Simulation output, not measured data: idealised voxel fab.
process module | voxel local oxidation
cross-section cut | 270 nm wide | cells 5 nm
A cross-section is a grid of square cells, given in bands from the top down. A band is one or more rows of cells.
Each band's line starts with the height of the band's top and of its bottom, in nm. Then come its materials from left to right, each with its width in nm. One material with "throughout" fills the band from edge to edge. "air" is empty space.
Height 0 is the level under which the wafer as received is all one material. The lowest band goes on downwards, as in "0 down".
A width such as "30 to 40" changes by the same amount from each row of cells to the next, from the band's top row to its bottom row.
"no change" after a step means that no cell of the cross-section changed.
closed voids: empty space of 8 cells or more with no open way to the top, each as width x height at its distance from the left edge, in nm
after a step's settings: what the simulator itself notes on the step
overlay nm, on a step with a mask: how far to the right of its planned place the mask lay; to the left if negative
plan
1 op RECEIVE | material Si
2 op OXIDIZE | depth nm 5
3 op CONFORMAL_DEP | material SiN | thk nm 10
4 op MASKED_ETCH | tone cover | mask id ACTIVE | width nm 100 | etch materials SiN | depth nm 10 | overlay nm 0
5 op SELECTIVE_ETCH | etch materials SiO2 | depth nm 5
6 op OXIDIZE | depth nm 15
7 op STRIP | etch materials SiN
as received, after step 1
  0 down: Si throughout
  closed voids: none
first wafer at the end, as planned
  0 to -5: air 90 | SiO2 90 | air 90
  -5 to -20: SiO2 105 | Si 60 | SiO2 105
  -20 down: Si throughout
  closed voids: none
second wafer at the end: like start, like plan, one mistake
  -5 to -20: SiO2 throughout
  -20 down: Si throughout
  closed voids: none
what went wrong: step 3 was left out
at the end the second wafer has, in cells: 36 fewer of Si | 18 more of SiO2
